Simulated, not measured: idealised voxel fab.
Name of the process module below: voxel wiring stack
Square cells of 5 nm make up the cross-section cut, whose width is 295 nm.
Reading order for cross-sections: top band down to bottom band. Underlying form: a grid of square cells. Band size: one or more rows of cells. Band entry format. Leading values: height of top, height of bottom, nm. Remainder: materials in left-to-right order, each with its width in nm. Special words: "full width" on a single material, which then fills the band edge to edge; "air", empty space. Heads up on the height convention: 0 is the point under which the incoming wafer is all one material, and the lowest band has no bottom, it just keeps going down, like "z 0 and below". When a width is written as two numbers, as in "30 to 40", the first number is the width in the top row of cells of the band and the second is the width in its bottom row, and the width changes by the same amount from each row to the next. A step reported as "nothing got changed" is a step in which no cell of the cross-section changed. "Closed void inventory": empty spaces of 8 cells or more with no open way to the top, each given as width x height at distance, distance from the left edge, all in nm. Post-settings text on a step line: simulator's own remark regarding the step. When a step includes a mask, the "overlay nm" setting on its line states how far to the right of its planned place that mask lay, and negative values state how far to the left. Each pair below shows a cross-section before one step and the cross-section after it, down to the lowest band that changed. The line under each pair gives the step between them, with its settings. The pairs can come from different runs of this module on the same starting wafer, so a pair continues from the pair above only where its "before" says so.
### before
  z 0 and below | Si full width
  Closed void inventory: none
### Resulting Structure
  z 10 to 0 | SiO2 full width
  Nothing below the height 0 has changed.
  Closed void inventory: none
Going from one cross-section above to the next, the wafer undergoes CONFORMAL_DEP | material SiO2 | thk nm 10
before: as in the pair right above, post-step view.
### Resulting Structure
  z 15 to 10 | TiN full width
  Nothing below the height 10 has changed.
  Closed void inventory: none
Going from one cross-section above to the next, the wafer undergoes DIRECTIONAL_DEP | material TiN | thk nm 5
before: as in the pair right above, post-step view.
### Resulting Structure
  z 35 to 15 | Ru full width
  Nothing below the height 15 has changed.
  Closed void inventory: none
Going from one cross-section above to the next, the wafer undergoes DIRECTIONAL_DEP | material Ru | thk nm 20
before: as in the pair right above, post-step view.
### Resulting Structure
  z 50 to 35 | air=80, resist=30, air=20, resist=30, air=20, resist=30, air=85
  Nothing below the height 35 has changed.
  Closed void inventory: none
Going from one cross-section above to the next, the wafer undergoes PATTERN | tone cover | mask id METAL_1 | material resist | width nm 30 | pitch nm 50 | thk nm 15 | overlay nm 0
before: as in the pair right above, post-step view.
### Resulting Structure
  z 50 to 35 | air=80, resist=30, air=20, resist=30, air=20, resist=30, air=85
  z 35 to 15 | air=80, Ru=30, air=20, Ru=30, air=20, Ru=30, air=85
  Nothing below the height 15 has changed.
  Closed void inventory: none
Going from one cross-section above to the next, the wafer undergoes DIRECTIONAL_ETCH | etch materials Ru | depth nm 20
before: as in the pair right above, post-step view.
### Resulting Structure
  z 50 to 35 | air=80, resist=30, air=20, resist=30, air=20, resist=30, air=85
  z 35 to 15 | air=80, Ru=30, air=20, Ru=30, air=20, Ru=30, air=85
  z 15 to 10 | air=80, TiN=30, air=20, TiN=30, air=20, TiN=30, air=85
  Nothing below the height 10 has changed.
  Closed void inventory: none
Going from one cross-section above to the next, the wafer undergoes DIRECTIONAL_ETCH | etch materials TiN | depth nm 5
before: as in the pair right above, post-step view.
### Resulting Structure
  z 35 to 15 | air=80, Ru=30, air=20, Ru=30, air=20, Ru=30, air=85
  Nothing below the height 15 has changed.
  Closed void inventory: none
Going from one cross-section above to the next, the wafer undergoes STRIP | etch materials resist
before: as in the pair right above, post-step view.
### Resulting Structure
  z 45 to 35 | lowk full width
  z 35 to 15 | lowk=80, Ru=30, lowk=20, Ru=30, lowk=20, Ru=30, lowk=85
  z 15 to 10 | lowk=80, TiN=30, lowk=20, TiN=30, lowk=20, TiN=30, lowk=85
  Nothing below the height 10 has changed.
  Closed void inventory: none
Going from one cross-section above to the next, the wafer undergoes FILL_DEP | material lowk | thk nm 10
before: as in the pair right above, post-step view.
### Resulting Structure
  z 35 to 15 | lowk=80, Ru=30, lowk=20, Ru=30, lowk=20, Ru=30, lowk=85
  Nothing below the height 15 has changed.
  Closed void inventory: none
Going from one cross-section above to the next, the wafer undergoes CMP | height nm 35
before: as in the pair right above, post-step view.
### Resulting Structure
  z 40 to 35 | SiCN full width
  Nothing below the height 35 has changed.
  Closed void inventory: none
Going from one cross-section above to the next, the wafer undergoes CONFORMAL_DEP | material SiCN | thk nm 5
before: as in the pair right above, post-step view.
### Resulting Structure
  z 60 to 40 | lowk full width
  Nothing below the height 40 has changed.
  Closed void inventory: none
Going from one cross-section above to the next, the wafer undergoes DIRECTIONAL_DEP | material lowk | thk nm 20
before: as in the pair right above, post-step view.
### Resulting Structure
  z 80 to 60 | resist=80, air=15, resist=35, air=15, resist=35, air=15, resist=100
  Nothing below the height 60 has changed.
  Closed void inventory: none
Going from one cross-section above to the next, the wafer undergoes PATTERN | tone open | mask id PLUG_1 | material resist | width nm 15 | pitch nm 50 | thk nm 20 | overlay nm 0
before: as in the pair right above, post-step view.
### Resulting Structure
  z 80 to 60 | resist=80, air=15, resist=35, air=15, resist=35, air=15, resist=100
  z 60 to 40 | lowk=80, air=15, lowk=35, air=15, lowk=35, air=15, lowk=100
  Nothing below the height 40 has changed.
  Closed void inventory: none
Going from one cross-section above to the next, the wafer undergoes DIRECTIONAL_ETCH | etch materials lowk | depth nm 20
before: as in the pair right above, post-step view.
### Resulting Structure
  z 80 to 60 | resist=80, air=15, resist=35, air=15, resist=35, air=15, resist=100
  z 60 to 40 | lowk=80, air=15, lowk=35, air=15, lowk=35, air=15, lowk=100
  z 40 to 35 | SiCN=80, air=15, SiCN=35, air=15, SiCN=35, air=15, SiCN=100
  Nothing below the height 35 has changed.
  Closed void inventory: none
Going from one cross-section above to the next, the wafer undergoes DIRECTIONAL_ETCH | etch materials SiCN | depth nm 5
before: as in the pair right above, post-step view.
### Resulting Structure
  z 60 to 40 | lowk=80, air=15, lowk=35, air=15, lowk=35, air=15, lowk=100
  Nothing below the height 40 has changed.
  Closed void inventory: none
Going from one cross-section above to the next, the wafer undergoes STRIP | etch materials resist
before: as in the pair right above, post-step view.
### Resulting Structure
  z 60 to 45 | lowk=80, air=15, lowk=35, air=15, lowk=35, air=15, lowk=100
  z 45 to 40 | lowk=80, Ru=15, lowk=35, Ru=15, lowk=35, Ru=15, lowk=100
  z 40 to 35 | SiCN=80, Ru=15, SiCN=35, Ru=15, SiCN=35, Ru=15, SiCN=100
  Nothing below the height 35 has changed.
  Closed void inventory: none
Going from one cross-section above to the next, the wafer undergoes EPI | material Ru | thk nm 10
before: as in the pair right above, post-step view.
### Resulting Structure
  z 60 to 55 | lowk=80, air=15, lowk=35, air=15, lowk=35, air=15, lowk=100
  z 55 to 40 | lowk=80, Ru=15, lowk=35, Ru=15, lowk=35, Ru=15, lowk=100
  Nothing below the height 40 has changed.
  Closed void inventory: none
Going from one cross-section above to the next, the wafer undergoes EPI | material Ru | thk nm 10
before: as in the pair right above, post-step view.
### Resulting Structure
  z 60 to 40 | lowk=80, Ru=15, lowk=35, Ru=15, lowk=35, Ru=15, lowk=100
  Nothing below the height 40 has changed.
  Closed void inventory: none
Going from one cross-section above to the next, the wafer undergoes EPI | material Ru | thk nm 5
before: as in the pair right above, post-step view.
### Resulting Structure
  z 65 to 60 | TiN full width
  Nothing below the height 60 has changed.
  Closed void inventory: none
Going from one cross-section above to the next, the wafer undergoes DIRECTIONAL_DEP | material TiN | thk nm 5
before: as in the pair right above, post-step view.
### Resulting Structure
  z 85 to 65 | W full width
  Nothing below the height 65 has changed.
  Closed void inventory: none
Going from one cross-section above to the next, the wafer undergoes DIRECTIONAL_DEP | material W | thk nm 20
before: as in the pair right above, post-step view.
### Resulting Structure
  z 85 to 65 | air=80, W=30, air=20, W=30, air=20, W=30, air=85
  Nothing below the height 65 has changed.
  Closed void inventory: none
Going from one cross-section above to the next, the wafer undergoes MASKED_ETCH | tone cover | mask id METAL_2 | width nm 30 | pitch nm 50 | etch materials W | depth nm 20 | overlay nm 0
before: as in the pair right above, post-step view.
### Resulting Structure
  z 85 to 65 | air=80, W=30, air=20, W=30, air=20, W=30, air=85
  z 65 to 60 | air=80, TiN=30, air=20, TiN=30, air=20, TiN=30, air=85
  Nothing below the height 60 has changed.
  Closed void inventory: none
Going from one cross-section above to the next, the wafer undergoes MASKED_ETCH | tone cover | mask id METAL_2 | width nm 30 | pitch nm 50 | etch materials TiN | depth nm 5 | overlay nm 0
before: as in the pair right above, post-step view.
### Resulting Structure
  z 90 to 85 | air=75, SiN=40, air=10, SiN=40, air=10, SiN=40, air=80
  z 85 to 65 | air=75, SiN=5, W=30, SiN=5, air=10, SiN=5, W=30, SiN=5, air=10, SiN=5, W=30, SiN=5, air=80
  z 65 to 60 | SiN=80, TiN=30, SiN=20, TiN=30, SiN=20, TiN=30, SiN=85
  Nothing below the height 60 has changed.
  Closed void inventory: none
Going from one cross-section above to the next, the wafer undergoes CONFORMAL_DEP | material SiN | thk nm 5
before: as in the pair right above, post-step view.
### Resulting Structure
  z 100 to 90 | SiO2 full width
  z 90 to 85 | SiO2=75, SiN=40, SiO2=10, SiN=40, SiO2=10, SiN=40, SiO2=80
  z 85 to 65 | SiO2=75, SiN=5, W=30, SiN=5, SiO2=10, SiN=5, W=30, SiN=5, SiO2=10, SiN=5, W=30, SiN=5, SiO2=80
  Nothing below the height 65 has changed.
  Closed void inventory: none
Going from one cross-section above to the next, the wafer undergoes FILL_DEP | material SiO2 | thk nm 10
before: as in the pair right above, post-step view.
### Resulting Structure
  z 85 to 65 | SiO2=75, SiN=5, W=30, SiN=5, SiO2=10, SiN=5, W=30, SiN=5, SiO2=10, SiN=5, W=30, SiN=5, SiO2=80
  Nothing below the height 65 has changed.
  Closed void inventory: none
Going from one cross-section above to the next, the wafer undergoes CMP | height nm 85
before: as in the pair right above, post-step view.
### Resulting Structure
  z 90 to 85 | SiCN full width
  Nothing below the height 85 has changed.
  Closed void inventory: none
Going from one cross-section above to the next, the wafer undergoes CONFORMAL_DEP | material SiCN | thk nm 5
### before
  z 60 to 45 | lowk=80, air=15, lowk=35, air=15, lowk=35, air=15, lowk=100
  z 45 to 40 | lowk=80, Ru=15, lowk=35, Ru=15, lowk=35, Ru=15, lowk=100
  z 40 to 35 | SiCN=80, Ru=15, SiCN=35, Ru=15, SiCN=35, Ru=15, SiCN=100
  z 35 to 15 | lowk=80, Ru=30, lowk=20, Ru=30, lowk=20, Ru=30, lowk=85
  z 15 to 10 | lowk=80, TiN=30, lowk=20, TiN=30, lowk=20, TiN=30, lowk=85
  z 10 to 0 | SiO2 full width
  z 0 and below | Si full width
  Closed void inventory: none
### Resulting Structure
  z 60 to 50 | lowk=80, air=15, lowk=35, air=15, lowk=35, air=15, lowk=100
  z 50 to 40 | lowk=80, Ru=15, lowk=35, Ru=15, lowk=35, Ru=15, lowk=100
  Nothing below the height 40 has changed.
  Closed void inventory: none
Going from one cross-section above to the next, the wafer undergoes EPI | material Ru | thk nm 5
before: as in the pair right above, post-step view.
### Resulting Structure
  z 65 to 60 | TiN=80, air=15, TiN=35, air=15, TiN=35, air=15, TiN=100
  z 60 to 55 | lowk=80, air=15, lowk=35, air=15, lowk=35, air=15, lowk=100
  z 55 to 50 | lowk=80, TiN=15, lowk=35, TiN=15, lowk=35, TiN=15, lowk=100
  Nothing below the height 50 has changed.
  Closed void inventory: none
Going from one cross-section above to the next, the wafer undergoes DIRECTIONAL_DEP | material TiN | thk nm 5
before: as in the pair right above, post-step view.
### Resulting Structure
  z 85 to 75 | W=80, air=15, W=35, air=15, W=35, air=15, W=100
  z 75 to 65 | W full width
  z 65 to 60 | TiN=80, W=15, TiN=35, W=15, TiN=35, W=15, TiN=100
  z 60 to 55 | lowk=80, W=15, lowk=35, W=15, lowk=35, W=15, lowk=100
  Nothing below the height 55 has changed.
  Closed void inventory: none
Going from one cross-section above to the next, the wafer undergoes DIRECTIONAL_DEP | material W | thk nm 20
before: as in the pair right above, post-step view.
### Resulting Structure
  z 85 to 75 | air=95, W=15, air=35, W=15, air=35, W=15, air=85
  z 75 to 65 | air=80, W=30, air=20, W=30, air=20, W=30, air=85
  Nothing below the height 65 has changed.
  Closed void inventory: none
Going from one cross-section above to the next, the wafer undergoes MASKED_ETCH | tone cover | mask id METAL_2 | width nm 30 | pitch nm 50 | etch materials W | depth nm 20 | overlay nm 0
before: as in the pair right above, post-step view.
### Resulting Structure
  z 85 to 75 | air=95, W=15, air=35, W=15, air=35, W=15, air=85
  z 75 to 65 | air=80, W=30, air=20, W=30, air=20, W=30, air=85
  z 65 to 60 | air=80, W=15, TiN=15, air=20, W=15, TiN=15, air=20, W=15, TiN=15, air=85
  Nothing below the height 60 has changed.
  Closed void inventory: none
Going from one cross-section above to the next, the wafer undergoes MASKED_ETCH | tone cover | mask id METAL_2 | width nm 30 | pitch nm 50 | etch materials TiN | depth nm 5 | overlay nm 0
before: as in the pair right above, post-step view.
### Resulting Structure
  z 90 to 85 | air=90, SiN=25, air=25, SiN=25, air=25, SiN=25, air=80
  z 85 to 75 | air=90 to 75, SiN=5 to 20, W=15, SiN=5, air=25 to 10, SiN=5 to 20, W=15, SiN=5, air=25 to 10, SiN=5 to 20, W=15, SiN=5, air=80
  z 75 to 65 | air=75, SiN=5, W=30, SiN=5, air=10, SiN=5, W=30, SiN=5, air=10, SiN=5, W=30, SiN=5, air=80
  z 65 to 60 | SiN=80, W=15, TiN=15, SiN=20, W=15, TiN=15, SiN=20, W=15, TiN=15, SiN=85
  Nothing below the height 60 has changed.
  Closed void inventory: none
Going from one cross-section above to the next, the wafer undergoes CONFORMAL_DEP | material SiN | thk nm 5
before: as in the pair right above, post-step view.
### Resulting Structure
  z 100 to 90 | SiO2 full width
  z 90 to 85 | SiO2=90, SiN=25, SiO2=25, SiN=25, SiO2=25, SiN=25, SiO2=80
  z 85 to 75 | SiO2=90 to 75, SiN=5 to 20, W=15, SiN=5, SiO2=25 to 10, SiN=5 to 20, W=15, SiN=5, SiO2=25 to 10, SiN=5 to 20, W=15, SiN=5, SiO2=80
  z 75 to 65 | SiO2=75, SiN=5, W=30, SiN=5, SiO2=10, SiN=5, W=30, SiN=5, SiO2=10, SiN=5, W=30, SiN=5, SiO2=80
  Nothing below the height 65 has changed.
  Closed void inventory: none
Going from one cross-section above to the next, the wafer undergoes FILL_DEP | material SiO2 | thk nm 10
before: as in the pair right above, post-step view.
### Resulting Structure
  z 85 to 75 | SiO2=90 to 75, SiN=5 to 20, W=15, SiN=5, SiO2=25 to 10, SiN=5 to 20, W=15, SiN=5, SiO2=25 to 10, SiN=5 to 20, W=15, SiN=5, SiO2=80
  Nothing below the height 75 has changed.
  Closed void inventory: none
Going from one cross-section above to the next, the wafer undergoes CMP | height nm 85
before: as in the pair right above, post-step view.
### Resulting Structure
  z 90 to 85 | SiCN full width
  Nothing below the height 85 has changed.
  Closed void inventory: none
Going from one cross-section above to the next, the wafer undergoes CONFORMAL_DEP | material SiCN | thk nm 5
### before
  z 60 to 55 | lowk=80, air=15, lowk=35, air=15, lowk=35, air=15, lowk=100
  z 55 to 40 | lowk=80, Ru=15, lowk=35, Ru=15, lowk=35, Ru=15, lowk=100
  z 40 to 35 | SiCN=80, Ru=15, SiCN=35, Ru=15, SiCN=35, Ru=15, SiCN=100
  z 35 to 15 | lowk=80, Ru=30, lowk=20, Ru=30, lowk=20, Ru=30, lowk=85
  z 15 to 10 | lowk=80, TiN=30, lowk=20, TiN=30, lowk=20, TiN=30, lowk=85
  z 10 to 0 | SiO2 full width
  z 0 and below | Si full width
  Closed void inventory: none
### Resulting Structure
  z 65 to 60 | air=75, Ru=25, air=25, Ru=25, air=25, Ru=25, air=95
  z 60 to 40 | lowk=80, Ru=15, lowk=35, Ru=15, lowk=35, Ru=15, lowk=100
  Nothing below the height 40 has changed.
  Closed void inventory: none
Going from one cross-section above to the next, the wafer undergoes EPI | material Ru | thk nm 10
before: as in the pair right above, post-step view.
### Resulting Structure
  z 70 to 60 | air=70, Ru=35, air=15, Ru=35, air=15, Ru=35, air=90
  Nothing below the height 60 has changed.
  Closed void inventory: none
Going from one cross-section above to the next, the wafer undergoes EPI | material Ru | thk nm 5
before: as in the pair right above, post-step view.
### Resulting Structure
  z 75 to 70 | air=70, TiN=35, air=15, TiN=35, air=15, TiN=35, air=90
  z 70 to 65 | air=70, Ru=35, air=15, Ru=35, air=15, Ru=35, air=90
  z 65 to 60 | TiN=70, Ru=35, TiN=15, Ru=35, TiN=15, Ru=35, TiN=90
  Nothing below the height 60 has changed.
  Closed void inventory: none
Going from one cross-section above to the next, the wafer undergoes DIRECTIONAL_DEP | material TiN | thk nm 5
before: as in the pair right above, post-step view.
### Resulting Structure
  z 95 to 85 | air=70, W=35, air=15, W=35, air=15, W=35, air=90
  z 85 to 75 | W full width
  z 75 to 70 | W=70, TiN=35, W=15, TiN=35, W=15, TiN=35, W=90
  z 70 to 65 | W=70, Ru=35, W=15, Ru=35, W=15, Ru=35, W=90
  Nothing below the height 65 has changed.
  Closed void inventory: none
Going from one cross-section above to the next, the wafer undergoes DIRECTIONAL_DEP | material W | thk nm 20
before: as in the pair right above, post-step view.
### Resulting Structure
  z 95 to 85 | air=80, W=25, air=25, W=25, air=25, W=25, air=90
  z 85 to 75 | air=80, W=30, air=20, W=30, air=20, W=30, air=85
  z 75 to 70 | air=70, TiN=35, W=5, air=10, TiN=35, W=5, air=10, TiN=35, W=5, air=85
  z 70 to 65 | air=70, Ru=35, W=5, air=10, Ru=35, W=5, air=10, Ru=35, W=5, air=85
  Nothing below the height 65 has changed.
  Closed void inventory: none
Going from one cross-section above to the next, the wafer undergoes MASKED_ETCH | tone cover | mask id METAL_2 | width nm 30 | pitch nm 50 | etch materials W | depth nm 20 | overlay nm 0
before: as in the pair right above, post-step view.
### Resulting Structure
  z 95 to 85 | air=80, W=25, air=25, W=25, air=25, W=25, air=90
  z 85 to 75 | air=80, W=30, air=20, W=30, air=20, W=30, air=85
  z 75 to 70 | air=80, TiN=25, W=5, air=20, TiN=25, W=5, air=20, TiN=25, W=5, air=85
  z 70 to 65 | air=70, Ru=35, W=5, air=10, Ru=35, W=5, air=10, Ru=35, W=5, air=85
  z 65 to 60 | air=70, Ru=35, TiN=5, air=10, Ru=35, TiN=5, air=10, Ru=35, TiN=5, air=85
  Nothing below the height 60 has changed.
  Closed void inventory: none
Going from one cross-section above to the next, the wafer undergoes MASKED_ETCH | tone cover | mask id METAL_2 | width nm 30 | pitch nm 50 | etch materials TiN | depth nm 5 | overlay nm 0
before: as in the pair right above, post-step view.
### Resulting Structure
  z 100 to 95 | air=75, SiN=35, air=15, SiN=35, air=15, SiN=35, air=85
  z 95 to 85 | air=75, SiN=5, W=25, SiN=5 to 10, air=15 to 10, SiN=5, W=25, SiN=5 to 10, air=15 to 10, SiN=5, W=25, SiN=5 to 10, air=85 to 80
  z 85 to 75 | air=75, SiN=5, W=30, SiN=5, air=10, SiN=5, W=30, SiN=5, air=10, SiN=5, W=30, SiN=5, air=80
  z 75 to 70 | air=65, SiN=15, TiN=25, W=5, SiN=20, TiN=25, W=5, SiN=20, TiN=25, W=5, SiN=5, air=80
  z 70 to 65 | air=65, SiN=5, Ru=35, W=5, SiN=10, Ru=35, W=5, SiN=10, Ru=35, W=5, SiN=5, air=80
  z 65 to 60 | SiN=70, Ru=35, TiN=5, SiN=10, Ru=35, TiN=5, SiN=10, Ru=35, TiN=5, SiN=85
  Nothing below the height 60 has changed.
  Closed void inventory: none
Going from one cross-section above to the next, the wafer undergoes CONFORMAL_DEP | material SiN | thk nm 5
before: as in the pair right above, post-step view.
### Resulting Structure
  z 110 to 100 | SiO2 full width
  z 100 to 95 | SiO2=75, SiN=35, SiO2=15, SiN=35, SiO2=15, SiN=35, SiO2=85
  z 95 to 85 | SiO2=75, SiN=5, W=25, SiN=5 to 10, SiO2=15 to 10, SiN=5, W=25, SiN=5 to 10, SiO2=15 to 10, SiN=5, W=25, SiN=5 to 10, SiO2=85 to 80
  z 85 to 75 | SiO2=75, SiN=5, W=30, SiN=5, SiO2=10, SiN=5, W=30, SiN=5, SiO2=10, SiN=5, W=30, SiN=5, SiO2=80
  z 75 to 70 | SiO2=65, SiN=15, TiN=25, W=5, SiN=20, TiN=25, W=5, SiN=20, TiN=25, W=5, SiN=5, SiO2=80
  z 70 to 65 | SiO2=65, SiN=5, Ru=35, W=5, SiN=10, Ru=35, W=5, SiN=10, Ru=35, W=5, SiN=5, SiO2=80
  Nothing below the height 65 has changed.
  Closed void inventory: none
Going from one cross-section above to the next, the wafer undergoes FILL_DEP | material SiO2 | thk nm 10
before: as in the pair right above, post-step view.
### Resulting Structure
  z 85 to 75 | SiO2=75, SiN=5, W=30, SiN=5, SiO2=10, SiN=5, W=30, SiN=5, SiO2=10, SiN=5, W=30, SiN=5, SiO2=80
  Nothing below the height 75 has changed.
  Closed void inventory: none
Going from one cross-section above to the next, the wafer undergoes CMP | height nm 85
before: as in the pair right above, post-step view.
### Resulting Structure
  z 90 to 85 | SiCN full width
  Nothing below the height 85 has changed.
  Closed void inventory: none
Going from one cross-section above to the next, the wafer undergoes CONFORMAL_DEP | material SiCN | thk nm 5
### before
  z 10 to 0 | SiO2 full width
  z 0 and below | Si full width
  Closed void inventory: none
### Resulting Structure
  z 30 to 10 | Ru full width
  Nothing below the height 10 has changed.
  Closed void inventory: none
Going from one cross-section above to the next, the wafer undergoes DIRECTIONAL_DEP | material Ru | thk nm 20
before: as in the pair right above, post-step view.
### Resulting Structure
  z 35 to 30 | TiN full width
  Nothing below the height 30 has changed.
  Closed void inventory: none
Going from one cross-section above to the next, the wafer undergoes DIRECTIONAL_DEP | material TiN | thk nm 5
before: as in the pair right above, post-step view.
### Resulting Structure
  z 50 to 35 | air=80, resist=30, air=20, resist=30, air=20, resist=30, air=85
  Nothing below the height 35 has changed.
  Closed void inventory: none
Going from one cross-section above to the next, the wafer undergoes PATTERN | tone cover | mask id METAL_1 | material resist | width nm 30 | pitch nm 50 | thk nm 15 | overlay nm 0
before: as in the pair right above, post-step view.
### Resulting Structure
  z 50 to 35 | air=80, resist=30, air=20, resist=30, air=20, resist=30, air=85
  z 35 to 30 | air=80, TiN=30, air=20, TiN=30, air=20, TiN=30, air=85
  Nothing below the height 30 has changed.
  Closed void inventory: none
Going from one cross-section above to the next, the wafer undergoes DIRECTIONAL_ETCH | etch materials TiN | depth nm 5
before: as in the pair right above, post-step view.
### Resulting Structure
  z 35 to 30 | air=80, TiN=30, air=20, TiN=30, air=20, TiN=30, air=85
  Nothing below the height 30 has changed.
  Closed void inventory: none
Going from one cross-section above to the next, the wafer undergoes STRIP | etch materials resist
before: as in the pair right above, post-step view.
### Resulting Structure
  z 45 to 35 | lowk full width
  z 35 to 30 | lowk=80, TiN=30, lowk=20, TiN=30, lowk=20, TiN=30, lowk=85
  Nothing below the height 30 has changed.
  Closed void inventory: none
Going from one cross-section above to the next, the wafer undergoes FILL_DEP | material lowk | thk nm 10
before: as in the pair right above, post-step view.
### Resulting Structure
  z 35 to 30 | lowk=80, TiN=30, lowk=20, TiN=30, lowk=20, TiN=30, lowk=85
  Nothing below the height 30 has changed.
  Closed void inventory: none
Going from one cross-section above to the next, the wafer undergoes CMP | height nm 35
before: as in the pair right above, post-step view.
### Resulting Structure
  z 40 to 35 | SiCN full width
  Nothing below the height 35 has changed.
  Closed void inventory: none
Going from one cross-section above to the next, the wafer undergoes CONFORMAL_DEP | material SiCN | thk nm 5
before: as in the pair right above, post-step view.
### Resulting Structure
  z 60 to 40 | lowk full width
  Nothing below the height 40 has changed.
  Closed void inventory: none
Going from one cross-section above to the next, the wafer undergoes DIRECTIONAL_DEP | material lowk | thk nm 20
before: as in the pair right above, post-step view.
### Resulting Structure
  z 80 to 60 | resist=80, air=15, resist=35, air=15, resist=35, air=15, resist=100
  Nothing below the height 60 has changed.
  Closed void inventory: none
Going from one cross-section above to the next, the wafer undergoes PATTERN | tone open | mask id PLUG_1 | material resist | width nm 15 | pitch nm 50 | thk nm 20 | overlay nm 0
before: as in the pair right above, post-step view.
### Resulting Structure
  z 80 to 60 | resist=80, air=15, resist=35, air=15, resist=35, air=15, resist=100
  z 60 to 40 | lowk=80, air=15, lowk=35, air=15, lowk=35, air=15, lowk=100
  Nothing below the height 40 has changed.
  Closed void inventory: none
Going from one cross-section above to the next, the wafer undergoes DIRECTIONAL_ETCH | etch materials lowk | depth nm 20
before: as in the pair right above, post-step view.
### Resulting Structure
  z 80 to 60 | resist=80, air=15, resist=35, air=15, resist=35, air=15, resist=100
  z 60 to 40 | lowk=80, air=15, lowk=35, air=15, lowk=35, air=15, lowk=100
  z 40 to 35 | SiCN=80, air=15, SiCN=35, air=15, SiCN=35, air=15, SiCN=100
  Nothing below the height 35 has changed.
  Closed void inventory: none
Going from one cross-section above to the next, the wafer undergoes DIRECTIONAL_ETCH | etch materials SiCN | depth nm 5
before: as in the pair right above, post-step view.
### Resulting Structure
  z 60 to 40 | lowk=80, air=15, lowk=35, air=15, lowk=35, air=15, lowk=100
  Nothing below the height 40 has changed.
  Closed void inventory: none
Going from one cross-section above to the next, the wafer undergoes STRIP | etch materials resist
before: as in the pair right above, post-step view.
### Resulting Structure
  z 60 to 45 | lowk=80, air=15, lowk=35, air=15, lowk=35, air=15, lowk=100
  z 45 to 40 | lowk=80, Ru=15, lowk=35, Ru=15, lowk=35, Ru=15, lowk=100
  z 40 to 35 | SiCN=80, Ru=15, SiCN=35, Ru=15, SiCN=35, Ru=15, SiCN=100
  Nothing below the height 35 has changed.
  Closed void inventory: none
Going from one cross-section above to the next, the wafer undergoes EPI | material Ru | thk nm 10
before: as in the pair right above, post-step view.
### Resulting Structure
  z 60 to 55 | lowk=80, air=15, lowk=35, air=15, lowk=35, air=15, lowk=100
  z 55 to 40 | lowk=80, Ru=15, lowk=35, Ru=15, lowk=35, Ru=15, lowk=100
  Nothing below the height 40 has changed.
  Closed void inventory: none
Going from one cross-section above to the next, the wafer undergoes EPI | material Ru | thk nm 10
before: as in the pair right above, post-step view.
### Resulting Structure
  z 60 to 40 | lowk=80, Ru=15, lowk=35, Ru=15, lowk=35, Ru=15, lowk=100
  Nothing below the height 40 has changed.
  Closed void inventory: none
Going from one cross-section above to the next, the wafer undergoes EPI | material Ru | thk nm 5
before: as in the pair right above, post-step view.
### Resulting Structure
  z 65 to 60 | TiN full width
  Nothing below the height 60 has changed.
  Closed void inventory: none
Going from one cross-section above to the next, the wafer undergoes DIRECTIONAL_DEP | material TiN | thk nm 5
before: as in the pair right above, post-step view.
### Resulting Structure
  z 85 to 65 | W full width
  Nothing below the height 65 has changed.
  Closed void inventory: none
Going from one cross-section above to the next, the wafer undergoes DIRECTIONAL_DEP | material W | thk nm 20
before: as in the pair right above, post-step view.
### Resulting Structure
  z 85 to 65 | air=80, W=30, air=20, W=30, air=20, W=30, air=85
  Nothing below the height 65 has changed.
  Closed void inventory: none
Going from one cross-section above to the next, the wafer undergoes MASKED_ETCH | tone cover | mask id METAL_2 | width nm 30 | pitch nm 50 | etch materials W | depth nm 20 | overlay nm 0
before: as in the pair right above, post-step view.
### Resulting Structure
  z 85 to 65 | air=80, W=30, air=20, W=30, air=20, W=30, air=85
  z 65 to 60 | air=80, TiN=30, air=20, TiN=30, air=20, TiN=30, air=85
  Nothing below the height 60 has changed.
  Closed void inventory: none
Going from one cross-section above to the next, the wafer undergoes MASKED_ETCH | tone cover | mask id METAL_2 | width nm 30 | pitch nm 50 | etch materials TiN | depth nm 5 | overlay nm 0
before: as in the pair right above, post-step view.
### Resulting Structure
  z 90 to 85 | air=75, SiN=40, air=10, SiN=40, air=10, SiN=40, air=80
  z 85 to 65 | air=75, SiN=5, W=30, SiN=5, air=10, SiN=5, W=30, SiN=5, air=10, SiN=5, W=30, SiN=5, air=80
  z 65 to 60 | SiN=80, TiN=30, SiN=20, TiN=30, SiN=20, TiN=30, SiN=85
  Nothing below the height 60 has changed.
  Closed void inventory: none
Going from one cross-section above to the next, the wafer undergoes CONFORMAL_DEP | material SiN | thk nm 5
before: as in the pair right above, post-step view.
### Resulting Structure
  z 100 to 90 | SiO2 full width
  z 90 to 85 | SiO2=75, SiN=40, SiO2=10, SiN=40, SiO2=10, SiN=40, SiO2=80
  z 85 to 65 | SiO2=75, SiN=5, W=30, SiN=5, SiO2=10, SiN=5, W=30, SiN=5, SiO2=10, SiN=5, W=30, SiN=5, SiO2=80
  Nothing below the height 65 has changed.
  Closed void inventory: none
Going from one cross-section above to the next, the wafer undergoes FILL_DEP | material SiO2 | thk nm 10
before: as in the pair right above, post-step view.
### Resulting Structure
  z 85 to 65 | SiO2=75, SiN=5, W=30, SiN=5, SiO2=10, SiN=5, W=30, SiN=5, SiO2=10, SiN=5, W=30, SiN=5, SiO2=80
  Nothing below the height 65 has changed.
  Closed void inventory: none
Going from one cross-section above to the next, the wafer undergoes CMP | height nm 85
before: as in the pair right above, post-step view.
### Resulting Structure
  z 90 to 85 | SiCN full width
  Nothing below the height 85 has changed.
  Closed void inventory: none
Going from one cross-section above to the next, the wafer undergoes CONFORMAL_DEP | material SiCN | thk nm 5
### before
  z 100 to 90 | SiO2 full width
  z 90 to 85 | SiO2=75, SiN=40, SiO2=10, SiN=40, SiO2=10, SiN=40, SiO2=80
  z 85 to 65 | SiO2=75, SiN=5, W=30, SiN=5, SiO2=10, SiN=5, W=30, SiN=5, SiO2=10, SiN=5, W=30, SiN=5, SiO2=80
  z 65 to 60 | SiN=80, TiN=30, SiN=20, TiN=30, SiN=20, TiN=30, SiN=85
  z 60 to 40 | lowk=80, Ru=15, lowk=35, Ru=15, lowk=35, Ru=15, lowk=100
  z 40 to 35 | SiCN=80, Ru=15, SiCN=35, Ru=15, SiCN=35, Ru=15, SiCN=100
  z 35 to 15 | lowk=80, Ru=30, lowk=20, Ru=30, lowk=20, Ru=30, lowk=85
  z 15 to 10 | lowk=80, TiN=30, lowk=20, TiN=30, lowk=20, TiN=30, lowk=85
  z 10 to 0 | SiO2 full width
  z 0 and below | Si full width
  Closed void inventory: none
### Resulting Structure
  z 90 to 85 | SiO2=75, SiN=40, SiO2=10, SiN=40, SiO2=10, SiN=40, SiO2=80
  Nothing below the height 85 has changed.
  Closed void inventory: none
Going from one cross-section above to the next, the wafer undergoes CMP | height nm 90
before: as in the pair right above, post-step view.
### Resulting Structure
  z 95 to 90 | SiCN full width
  Nothing below the height 90 has changed.
  Closed void inventory: none
Going from one cross-section above to the next, the wafer undergoes CONFORMAL_DEP | material SiCN | thk nm 5
